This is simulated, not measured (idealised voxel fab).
process module | voxel trench capacitor
cross-section cut | 255 nm wide | cells 5 nm
A cross-section is a grid of square cells, given in bands from the top down. A band is one or more rows of cells.
Each band's line starts with the height of the band's top and of its bottom, in nm. Then come its materials from left to right, each with its width in nm. One material with "throughout" fills the band from edge to edge. "air" is empty space.
Height 0 is the level under which the wafer as received is all one material. The lowest band goes on downwards, as in "0 down".
A width such as "30 to 40" changes by the same amount from each row of cells to the next, from the band's top row to its bottom row.
"no change" after a step means that no cell of the cross-section changed.
closed voids: empty space of 8 cells or more with no open way to the top, each as width x height at its distance from the left edge, in nm
after a step's settings: what the simulator itself notes on the step
overlay nm, on a step with a mask: how far to the right of its planned place the mask lay; to the left if negative
plan
1 op RECEIVE | material Si
2 op CONFORMAL_DEP | material SiN | thk nm 10
3 op DIRECTIONAL_DEP | material aC | thk nm 15
4 op PATTERN | tone open | mask id TRENCH | material resist | width nm 20 | pitch nm 45 | thk nm 30 | overlay nm 0
5 op DIRECTIONAL_ETCH | etch materials aC | depth nm 15
6 op STRIP | etch materials resist
7 op DIRECTIONAL_ETCH | etch materials SiN | depth nm 10
8 op DIRECTIONAL_ETCH | etch materials Si | depth nm 30
9 op STRIP | etch materials aC
10 op CONFORMAL_DEP | material SiO2 | thk nm 5
11 op FILL_DEP | material polySi | thk nm 10
12 op CMP | height nm 10
first wafer, as planned
as received, after step 1
  0 down: Si throughout
  closed voids: none
after step 2
  10 to 0: SiN throughout
  below 0: unchanged
after step 3
  25 to 10: aC throughout
  below 10: unchanged
after step 4
  55 to 25: resist 50 | air 20 | resist 25 | air 20 | resist 25 | air 20 | resist 25 | air 20 | resist 50
  below 25: unchanged
after step 5
  40 to 25: resist 50 | air 20 | resist 25 | air 20 | resist 25 | air 20 | resist 25 | air 20 | resist 50
  25 to 10: aC 50 | air 20 | aC 25 | air 20 | aC 25 | air 20 | aC 25 | air 20 | aC 50
  below 10: unchanged
after step 6
  25 to 10: aC 50 | air 20 | aC 25 | air 20 | aC 25 | air 20 | aC 25 | air 20 | aC 50
  below 10: unchanged
after step 7
  25 to 10: aC 50 | air 20 | aC 25 | air 20 | aC 25 | air 20 | aC 25 | air 20 | aC 50
  10 to 0: SiN 50 | air 20 | SiN 25 | air 20 | SiN 25 | air 20 | SiN 25 | air 20 | SiN 50
  below 0: unchanged
after step 8
  25 to 10: aC 50 | air 20 | aC 25 | air 20 | aC 25 | air 20 | aC 25 | air 20 | aC 50
  10 to 0: SiN 50 | air 20 | SiN 25 | air 20 | SiN 25 | air 20 | SiN 25 | air 20 | SiN 50
  0 to -30: Si 50 | air 20 | Si 25 | air 20 | Si 25 | air 20 | Si 25 | air 20 | Si 50
  below -30: unchanged
after step 9
  10 to 0: SiN 50 | air 20 | SiN 25 | air 20 | SiN 25 | air 20 | SiN 25 | air 20 | SiN 50
  below 0: unchanged
after step 10
  15 to 10: SiO2 55 | air 10 | SiO2 35 | air 10 | SiO2 35 | air 10 | SiO2 35 | air 10 | SiO2 55
  10 to 0: SiN 50 | SiO2 5 | air 10 | SiO2 5 | SiN 25 | SiO2 5 | air 10 | SiO2 5 | SiN 25 | SiO2 5 | air 10 | SiO2 5 | SiN 25 | SiO2 5 | air 10 | SiO2 5 | SiN 50
  0 to -25: Si 50 | SiO2 5 | air 10 | SiO2 5 | Si 25 | SiO2 5 | air 10 | SiO2 5 | Si 25 | SiO2 5 | air 10 | SiO2 5 | Si 25 | SiO2 5 | air 10 | SiO2 5 | Si 50
  -25 to -30: Si 50 | SiO2 20 | Si 25 | SiO2 20 | Si 25 | SiO2 20 | Si 25 | SiO2 20 | Si 50
  below -30: unchanged
after step 11
  25 to 15: polySi throughout
  15 to 10: SiO2 55 | polySi 10 | SiO2 35 | polySi 10 | SiO2 35 | polySi 10 | SiO2 35 | polySi 10 | SiO2 55
  10 to 0: SiN 50 | SiO2 5 | polySi 10 | SiO2 5 | SiN 25 | SiO2 5 | polySi 10 | SiO2 5 | SiN 25 | SiO2 5 | polySi 10 | SiO2 5 | SiN 25 | SiO2 5 | polySi 10 | SiO2 5 | SiN 50
  0 to -25: Si 50 | SiO2 5 | polySi 10 | SiO2 5 | Si 25 | SiO2 5 | polySi 10 | SiO2 5 | Si 25 | SiO2 5 | polySi 10 | SiO2 5 | Si 25 | SiO2 5 | polySi 10 | SiO2 5 | Si 50
  below -25: unchanged
after step 12
  10 to 0: SiN 50 | SiO2 5 | polySi 10 | SiO2 5 | SiN 25 | SiO2 5 | polySi 10 | SiO2 5 | SiN 25 | SiO2 5 | polySi 10 | SiO2 5 | SiN 25 | SiO2 5 | polySi 10 | SiO2 5 | SiN 50
  below 0: unchanged
second wafer: like start, like plan, one mistake. Through step 9 it matches the first wafer
when step 10 should have ended
  15 to 0: SiN 55 | air 10 | SiN 35 | air 10 | SiN 35 | air 10 | SiN 35 | air 10 | SiN 55
  0 to -25: Si 50 | SiN 5 | air 10 | SiN 5 | Si 25 | SiN 5 | air 10 | SiN 5 | Si 25 | SiN 5 | air 10 | SiN 5 | Si 25 | SiN 5 | air 10 | SiN 5 | Si 50
  -25 to -30: Si 50 | SiN 20 | Si 25 | SiN 20 | Si 25 | SiN 20 | Si 25 | SiN 20 | Si 50
  below -30: unchanged
when step 11 should have ended
  25 to 15: polySi throughout
  15 to 0: SiN 55 | polySi 10 | SiN 35 | polySi 10 | SiN 35 | polySi 10 | SiN 35 | polySi 10 | SiN 55
  0 to -25: Si 50 | SiN 5 | polySi 10 | SiN 5 | Si 25 | SiN 5 | polySi 10 | SiN 5 | Si 25 | SiN 5 | polySi 10 | SiN 5 | Si 25 | SiN 5 | polySi 10 | SiN 5 | Si 50
  below -25: unchanged
when step 12 should have ended
  10 to 0: SiN 55 | polySi 10 | SiN 35 | polySi 10 | SiN 35 | polySi 10 | SiN 35 | polySi 10 | SiN 55
  below 0: unchanged
what went wrong: step 10 ran as: op CONFORMAL_DEP | material SiN | thk nm 5
at the end the second wafer has, in cells: 72 more of SiN | 72 fewer of SiO2
